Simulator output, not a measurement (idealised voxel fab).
process module | voxel air gaps
cross-section cut | 175 nm wide | cells 5 nm
A cross-section is a grid of square cells, given in bands from the top down. A band is one or more rows of cells.
Each band's line starts with the height of the band's top and of its bottom, in nm. Then come its materials from left to right, each with its width in nm. One material with "throughout" fills the band from edge to edge. "air" is empty space.
Height 0 is the level under which the wafer as received is all one material. The lowest band goes on downwards, as in "0 down".
A width such as "30 to 40" changes by the same amount from each row of cells to the next, from the band's top row to its bottom row.
"no change" after a step means that no cell of the cross-section changed.
closed voids: empty space of 8 cells or more with no open way to the top, each as width x height at its distance from the left edge, in nm
after a step's settings: what the simulator itself notes on the step
overlay nm, on a step with a mask: how far to the right of its planned place the mask lay; to the left if negative
plan
1 op RECEIVE | material Si
2 op CONFORMAL_DEP | material SiO2 | thk nm 15
3 op CONFORMAL_DEP | material SiN | thk nm 5
4 op DIRECTIONAL_DEP | material SiO2 | thk nm 40
5 op MASKED_ETCH | tone open | mask id LINES | width nm 25 | pitch nm 50 | etch materials SiO2 | depth nm 40 | overlay nm 0
6 op CONFORMAL_DEP | material TiN | thk nm 5
7 op FILL_DEP | material Cu | thk nm 10
8 op CMP | height nm 60
9 op EPI | material Ru | thk nm 10
10 op SELECTIVE_ETCH | etch materials SiO2 | depth nm 50
11 op CONFORMAL_DEP | material SiCN | thk nm 5
as received, after step 1
  0 down: Si throughout
  closed voids: none
a wafer at the end: this start, this plan, one mistake
  75 to 70: SiCN throughout
  70 to 60: Ru 35 | SiCN 5 | Ru 45 | SiCN 5 | Ru 45 | SiCN 5 | Ru 35
  60 to 55: Cu 20 | TiN 5 | SiCN 25 | TiN 5 | Cu 15 | TiN 5 | SiCN 25 | TiN 5 | Cu 15 | TiN 5 | SiCN 25 | TiN 5 | Cu 20
  55 to 25: Cu 20 | TiN 5 | SiCN 5 | air 15 | SiCN 5 | TiN 5 | Cu 15 | TiN 5 | SiCN 5 | air 15 | SiCN 5 | TiN 5 | Cu 15 | TiN 5 | SiCN 5 | air 15 | SiCN 5 | TiN 5 | Cu 20
  25 to 20: TiN 25 | SiCN 25 | TiN 25 | SiCN 25 | TiN 25 | SiCN 25 | TiN 25
  20 to 15: SiN throughout
  15 to 0: SiO2 throughout
  0 down: Si throughout
  closed voids: 15 x 30 at 30; 15 x 30 at 80; 15 x 30 at 130
what went wrong: step 5 ran as: op MASKED_ETCH | tone cover | mask id LINES | width nm 25 | pitch nm 50 | etch materials SiO2 | depth nm 40 | overlay nm 0
